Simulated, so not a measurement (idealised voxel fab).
The following process module bears the name voxel tone inversion.
The cross-section shown here is cut; it is 280 nm wide and divided into square cells measuring 5 nm on a side.
Reading order for cross-sections: top band down to bottom band. Underlying form: a grid of square cells. Band size: one or more rows of cells. Look at the band entry: it leads with the top's height and the bottom's height in nm. Then it lists the materials left to right, with a width in nm for each. The word "everywhere" on a single material says that material fills the band edge to edge. The word "blank" is empty space. Zero point of the height axis is 0; under it, received wafer = one material. Lowest band: continues down indefinitely, "0..down". So if you see something like "30 to 40" for the width, read it as the top row of the band sitting at the first number and the bottom row at the second, with every row in between moving by the same amount as the last. "remains unaltered" after a step means that no cell of the cross-section changed. "Closed internal cavities" - sealed voids, min. 8 cells, no opening to top; format: width x height at distance (distance from left edge; nm throughout). If you see something after the settings on a step's line, that's the simulator's own remark about that step. Each step line may optionally specify "overlay nm", which for a step with a mask gives the rightward distance between the mask's planned place and where it lay, a negative value indicating the leftward direction.

[Listed below are the process steps as planned]
1) RECEIVE (material Si)
2) CONFORMAL_DEP (material SiN; thk nm 10)
3) DIRECTIONAL_DEP (material aC; thk nm 20)
4) PATTERN (tone cover; mask id POSTS; material resist; width nm 25; pitch nm 40; thk nm 25; overlay nm 0)
5) DIRECTIONAL_ETCH (etch materials aC; depth nm 20)
6) STRIP (etch materials resist)
7) FILL_DEP (material lowk; thk nm 5)
8) CMP (height nm 30)
9) STRIP (etch materials aC)
10) CONFORMAL_DEP (material TiN; thk nm 5)
11) FILL_DEP (material Ru; thk nm 5)
12) CMP (height nm 30)
13) CONFORMAL_DEP (material SiN; thk nm 5)

[Below: the first of two wafers, run as planned]

[Cross-sectional view of the wafer in its as-received condition, corresponding to the state after step 1]
- 0..down = Si everywhere
- Closed internal cavities: none

[After step 2: wafer cross-section]
- 10..0 = SiN everywhere
- All layers under 0 are left as they were.

[After step 3: wafer cross-section]
- 30..10 = aC everywhere
- All layers under 10 are left as they were.

[After step 4: wafer cross-section]
- 55..30 = 85 blank; 25 resist; 15 blank; 25 resist; 15 blank; 25 resist; 90 blank
- All layers under 30 are left as they were.

[After step 5: wafer cross-section]
- 35..30 = 85 blank; 25 resist; 15 blank; 25 resist; 15 blank; 25 resist; 90 blank
- 30..10 = 85 blank; 25 aC; 15 blank; 25 aC; 15 blank; 25 aC; 90 blank
- All layers under 10 are left as they were.

[After step 6: wafer cross-section]
- 30..10 = 85 blank; 25 aC; 15 blank; 25 aC; 15 blank; 25 aC; 90 blank
- All layers under 10 are left as they were.

[After step 7: wafer cross-section]
- 35..30 = lowk everywhere
- 30..10 = 85 lowk; 25 aC; 15 lowk; 25 aC; 15 lowk; 25 aC; 90 lowk
- All layers under 10 are left as they were.

[After step 8: wafer cross-section]
- 30..10 = 85 lowk; 25 aC; 15 lowk; 25 aC; 15 lowk; 25 aC; 90 lowk
- All layers under 10 are left as they were.

[After step 9: wafer cross-section]
- 30..10 = 85 lowk; 25 blank; 15 lowk; 25 blank; 15 lowk; 25 blank; 90 lowk
- All layers under 10 are left as they were.

[After step 10: wafer cross-section]
- 35..30 = 90 TiN; 15 blank; 25 TiN; 15 blank; 25 TiN; 15 blank; 95 TiN
- 30..15 = 85 lowk; 5 TiN; 15 blank; 5 TiN; 15 lowk; 5 TiN; 15 blank; 5 TiN; 15 lowk; 5 TiN; 15 blank; 5 TiN; 90 lowk
- 15..10 = 85 lowk; 25 TiN; 15 lowk; 25 TiN; 15 lowk; 25 TiN; 90 lowk
- All layers under 10 are left as they were.

[After step 11: wafer cross-section]
- 40..35 = Ru everywhere
- 35..30 = 90 TiN; 15 Ru; 25 TiN; 15 Ru; 25 TiN; 15 Ru; 95 TiN
- 30..15 = 85 lowk; 5 TiN; 15 Ru; 5 TiN; 15 lowk; 5 TiN; 15 Ru; 5 TiN; 15 lowk; 5 TiN; 15 Ru; 5 TiN; 90 lowk
- All layers under 15 are left as they were.

[After step 12: wafer cross-section]
- 30..15 = 85 lowk; 5 TiN; 15 Ru; 5 TiN; 15 lowk; 5 TiN; 15 Ru; 5 TiN; 15 lowk; 5 TiN; 15 Ru; 5 TiN; 90 lowk
- All layers under 15 are left as they were.

[After step 13: wafer cross-section]
- 35..30 = SiN everywhere
- All layers under 30 are left as they were.

[Here the second wafer is described. Its start and its plan were those of the first wafer. Its run contained one mistake. Up to and including step 11, it did exactly what the first wafer did]

[Cross-sectional representation of the second wafer at the time designated in the plan for the completion of step 12]
- 35..30 = 90 TiN; 15 Ru; 25 TiN; 15 Ru; 25 TiN; 15 Ru; 95 TiN
- All layers under 30 are left as they were.

[Cross-sectional representation of the second wafer at the time designated in the plan for the completion of step 13]
- 40..35 = SiN everywhere
- All layers under 35 are left as they were.
Error vs. plan: not per plan at step 12, really ran CMP (height nm 35)
Wrapping up, a cell-based count of both wafers puts the second over or under the first for these materials: Ru: 9 more; TiN: 47 more
